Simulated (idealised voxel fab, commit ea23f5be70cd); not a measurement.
You're looking at the process module voxel double patterning.
The cross-section shown here is cut; it is 255 nm wide and divided into square cells measuring 5 nm on a side.
Reading order for cross-sections: top band down to bottom band. Underlying form: a grid of square cells. Band size: one or more rows of cells.
Band entry format. Leading values: height of top, height of bottom, nm. Remainder: materials in left-to-right order, each with its width in nm. Special words: "edge to edge" on a single material, which then fills the band edge to edge; "empty", empty space.
It should be noted that heights are counted from 0, beneath which the wafer as supplied is of one material throughout, and that the lowest band possesses no lower boundary but continues downward, as written in "top 0, no bottom".
Width "30 to 40": first value at the band's top row of cells, second value at its bottom row, equal change from row to row.
Step note "nothing changed" = no cross-section cell changed.
Voids not open to the top, 8 cells minimum: see "Voids lacking openings". Written width x height at distance; distance is from the left edge; nm.
Text after the settings on a step's line: the simulator's own remark on that step.
What "overlay nm" on a step's line means: if the step has a mask, that mask lay this far to the right of its planned place, or, when the value is negative, to the left.
# Set out below are the planned steps of the process
| 1 | RECEIVE,material Si |
| 2 | CONFORMAL_DEP,material SiO2,thk nm 10 |
| 3 | DIRECTIONAL_DEP,material W,thk nm 15 |
| 4 | DIRECTIONAL_DEP,material SiCN,thk nm 5 |
| 5 | DIRECTIONAL_DEP,material aC,thk nm 15 |
| 6 | PATTERN,tone open,mask id FIRST,material resist,width nm 15,pitch nm 50,thk nm 30,overlay nm 0 |
| 7 | DIRECTIONAL_ETCH,etch materials aC,depth nm 15 |
| 8 | STRIP,etch materials resist |
| 9 | DIRECTIONAL_ETCH,etch materials SiCN,depth nm 5 |
| 10 | STRIP,etch materials aC |
| 11 | PATTERN,tone open,mask id SECOND,material resist,width nm 15,pitch nm 50,thk nm 15,overlay nm 0 |
| 12 | DIRECTIONAL_ETCH,etch materials SiCN,depth nm 5 |
| 13 | STRIP,etch materials resist |
| 14 | DIRECTIONAL_ETCH,etch materials W,depth nm 15 |
| 15 | STRIP,etch materials SiCN |
# first wafer, as planned
# Cross-section of the wafer at receipt, which is the condition after step 1
top 0, no bottom: Si edge to edge
Voids lacking openings: none
# Presented here is a cross-section of the wafer after step 2 has been performed
top 10, bottom 0: SiO2 edge to edge
At heights below 0, the structure remains unaltered.
# Presented here is a cross-section of the wafer after step 3 has been performed
top 25, bottom 10: W edge to edge
At heights below 10, the structure remains unaltered.
# Presented here is a cross-section of the wafer after step 4 has been performed
top 30, bottom 25: SiCN edge to edge
At heights below 25, the structure remains unaltered.
# Presented here is a cross-section of the wafer after step 5 has been performed
top 45, bottom 30: aC edge to edge
At heights below 30, the structure remains unaltered.
# Presented here is a cross-section of the wafer after step 6 has been performed
top 75, bottom 45: 70 nm resist / 15 nm empty / 35 nm resist / 15 nm empty / 35 nm resist / 15 nm empty / 70 nm resist
At heights below 45, the structure remains unaltered.
# Presented here is a cross-section of the wafer after step 7 has been performed
top 60, bottom 45: 70 nm resist / 15 nm empty / 35 nm resist / 15 nm empty / 35 nm resist / 15 nm empty / 70 nm resist
top 45, bottom 30: 70 nm aC / 15 nm empty / 35 nm aC / 15 nm empty / 35 nm aC / 15 nm empty / 70 nm aC
At heights below 30, the structure remains unaltered.
# Presented here is a cross-section of the wafer after step 8 has been performed
top 45, bottom 30: 70 nm aC / 15 nm empty / 35 nm aC / 15 nm empty / 35 nm aC / 15 nm empty / 70 nm aC
At heights below 30, the structure remains unaltered.
# Presented here is a cross-section of the wafer after step 9 has been performed
top 45, bottom 30: 70 nm aC / 15 nm empty / 35 nm aC / 15 nm empty / 35 nm aC / 15 nm empty / 70 nm aC
top 30, bottom 25: 70 nm SiCN / 15 nm empty / 35 nm SiCN / 15 nm empty / 35 nm SiCN / 15 nm empty / 70 nm SiCN
At heights below 25, the structure remains unaltered.
# Presented here is a cross-section of the wafer after step 10 has been performed
top 30, bottom 25: 70 nm SiCN / 15 nm empty / 35 nm SiCN / 15 nm empty / 35 nm SiCN / 15 nm empty / 70 nm SiCN
At heights below 25, the structure remains unaltered.
# Presented here is a cross-section of the wafer after step 11 has been performed
top 45, bottom 30: 95 nm resist / 15 nm empty / 35 nm resist / 15 nm empty / 95 nm resist
top 30, bottom 25: 70 nm SiCN / 15 nm resist / 35 nm SiCN / 15 nm resist / 35 nm SiCN / 15 nm resist / 70 nm SiCN
At heights below 25, the structure remains unaltered.
# Presented here is a cross-section of the wafer after step 12 has been performed
top 45, bottom 30: 95 nm resist / 15 nm empty / 35 nm resist / 15 nm empty / 95 nm resist
top 30, bottom 25: 70 nm SiCN / 15 nm resist / 10 nm SiCN / 15 nm empty / 10 nm SiCN / 15 nm resist / 10 nm SiCN / 15 nm empty / 10 nm SiCN / 15 nm resist / 70 nm SiCN
At heights below 25, the structure remains unaltered.
# Presented here is a cross-section of the wafer after step 13 has been performed
top 30, bottom 25: 70 nm SiCN / 15 nm empty / 10 nm SiCN / 15 nm empty / 10 nm SiCN / 15 nm empty / 10 nm SiCN / 15 nm empty / 10 nm SiCN / 15 nm empty / 70 nm SiCN
At heights below 25, the structure remains unaltered.
# Presented here is a cross-section of the wafer after step 14 has been performed
top 30, bottom 25: 70 nm SiCN / 15 nm empty / 10 nm SiCN / 15 nm empty / 10 nm SiCN / 15 nm empty / 10 nm SiCN / 15 nm empty / 10 nm SiCN / 15 nm empty / 70 nm SiCN
top 25, bottom 10: 70 nm W / 15 nm empty / 10 nm W / 15 nm empty / 10 nm W / 15 nm empty / 10 nm W / 15 nm empty / 10 nm W / 15 nm empty / 70 nm W
At heights below 10, the structure remains unaltered.
# Presented here is a cross-section of the wafer after step 15 has been performed
top 25, bottom 10: 70 nm W / 15 nm empty / 10 nm W / 15 nm empty / 10 nm W / 15 nm empty / 10 nm W / 15 nm empty / 10 nm W / 15 nm empty / 70 nm W
At heights below 10, the structure remains unaltered.
# Wafer two. Identical start, identical plan. One mistake in execution. Identical history through step 2
# when step 3 should have ended
top 30, bottom 10: W edge to edge
At heights below 10, the structure remains unaltered.
# when step 4 should have ended
top 35, bottom 30: SiCN edge to edge
At heights below 30, the structure remains unaltered.
# when step 5 should have ended
top 50, bottom 35: aC edge to edge
At heights below 35, the structure remains unaltered.
# when step 6 should have ended
top 80, bottom 50: 70 nm resist / 15 nm empty / 35 nm resist / 15 nm empty / 35 nm resist / 15 nm empty / 70 nm resist
At heights below 50, the structure remains unaltered.
# when step 7 should have ended
top 65, bottom 50: 70 nm resist / 15 nm empty / 35 nm resist / 15 nm empty / 35 nm resist / 15 nm empty / 70 nm resist
top 50, bottom 35: 70 nm aC / 15 nm empty / 35 nm aC / 15 nm empty / 35 nm aC / 15 nm empty / 70 nm aC
At heights below 35, the structure remains unaltered.
# when step 8 should have ended
top 50, bottom 35: 70 nm aC / 15 nm empty / 35 nm aC / 15 nm empty / 35 nm aC / 15 nm empty / 70 nm aC
At heights below 35, the structure remains unaltered.
# when step 9 should have ended
top 50, bottom 35: 70 nm aC / 15 nm empty / 35 nm aC / 15 nm empty / 35 nm aC / 15 nm empty / 70 nm aC
top 35, bottom 30: 70 nm SiCN / 15 nm empty / 35 nm SiCN / 15 nm empty / 35 nm SiCN / 15 nm empty / 70 nm SiCN
At heights below 30, the structure remains unaltered.
# when step 10 should have ended
top 35, bottom 30: 70 nm SiCN / 15 nm empty / 35 nm SiCN / 15 nm empty / 35 nm SiCN / 15 nm empty / 70 nm SiCN
At heights below 30, the structure remains unaltered.
# when step 11 should have ended
top 50, bottom 35: 95 nm resist / 15 nm empty / 35 nm resist / 15 nm empty / 95 nm resist
top 35, bottom 30: 70 nm SiCN / 15 nm resist / 35 nm SiCN / 15 nm resist / 35 nm SiCN / 15 nm resist / 70 nm SiCN
At heights below 30, the structure remains unaltered.
# when step 12 should have ended
top 50, bottom 35: 95 nm resist / 15 nm empty / 35 nm resist / 15 nm empty / 95 nm resist
top 35, bottom 30: 70 nm SiCN / 15 nm resist / 10 nm SiCN / 15 nm empty / 10 nm SiCN / 15 nm resist / 10 nm SiCN / 15 nm empty / 10 nm SiCN / 15 nm resist / 70 nm SiCN
At heights below 30, the structure remains unaltered.
# when step 13 should have ended
top 35, bottom 30: 70 nm SiCN / 15 nm empty / 10 nm SiCN / 15 nm empty / 10 nm SiCN / 15 nm empty / 10 nm SiCN / 15 nm empty / 10 nm SiCN / 15 nm empty / 70 nm SiCN
At heights below 30, the structure remains unaltered.
# when step 14 should have ended
top 35, bottom 30: 70 nm SiCN / 15 nm empty / 10 nm SiCN / 15 nm empty / 10 nm SiCN / 15 nm empty / 10 nm SiCN / 15 nm empty / 10 nm SiCN / 15 nm empty / 70 nm SiCN
top 30, bottom 15: 70 nm W / 15 nm empty / 10 nm W / 15 nm empty / 10 nm W / 15 nm empty / 10 nm W / 15 nm empty / 10 nm W / 15 nm empty / 70 nm W
At heights below 15, the structure remains unaltered.
# when step 15 should have ended
top 30, bottom 15: 70 nm W / 15 nm empty / 10 nm W / 15 nm empty / 10 nm W / 15 nm empty / 10 nm W / 15 nm empty / 10 nm W / 15 nm empty / 70 nm W
At heights below 15, the structure remains unaltered.
What was done differently from what was planned? step 3 did not happen as planned, as run it was DIRECTIONAL_DEP,material W,thk nm 20
Final difference in cells, second wafer against first, listed per material as more or fewer: 51 more of W
